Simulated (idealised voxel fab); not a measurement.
process module | voxel released beams
cross-section cut | 290 nm wide | cells 5 nm
A cross-section is a grid of square cells, given in bands from the top down. A band is one or more rows of cells.
Each band's line starts with the height of the band's top and of its bottom, in nm. Then come its materials from left to right, each with its width in nm. One material with "throughout" fills the band from edge to edge. "air" is empty space.
Height 0 is the level under which the wafer as received is all one material. The lowest band goes on downwards, as in "0 down".
A width such as "30 to 40" changes by the same amount from each row of cells to the next, from the band's top row to its bottom row.
"no change" after a step means that no cell of the cross-section changed.
closed voids: empty space of 8 cells or more with no open way to the top, each as width x height at its distance from the left edge, in nm
after a step's settings: what the simulator itself notes on the step
overlay nm, on a step with a mask: how far to the right of its planned place the mask lay; to the left if negative
plan
1 op RECEIVE | material Si
2 op CONFORMAL_DEP | material SiN | thk nm 10
3 op DIRECTIONAL_DEP | material SiO2 | thk nm 10
4 op PATTERN | tone open | mask id ANCHOR | material resist | width nm 35 | thk nm 15 | overlay nm 0
5 op DIRECTIONAL_ETCH | etch materials SiO2 | depth nm 10
6 op STRIP | etch materials resist
7 op CONFORMAL_DEP | material polySi | thk nm 15
8 op MASKED_ETCH | tone cover | mask id BEAM | width nm 105 | etch materials polySi | depth nm 15 | overlay nm 0
9 op STRIP | etch materials SiO2
varied across the wafers: width nm of step 4. The plan shows the first wafer's value. All wafers start alike
first wafer as received, after step 1
  0 down: Si throughout
  closed voids: none
each wafer at the end: cells of each material gained (+) or lost (-) since it was received, then its closed voids
width nm 35 | +116 SiN | +75 polySi | closed voids: none
width nm 40 | +116 SiN | +75 polySi | closed voids: none
width nm 45 | +116 SiN | +75 polySi | closed voids: none
width nm 50 | +116 SiN | +75 polySi | closed voids: none
width nm 55 | +116 SiN | +75 polySi | closed voids: none
width nm 60 | +116 SiN | +75 polySi | closed voids: none
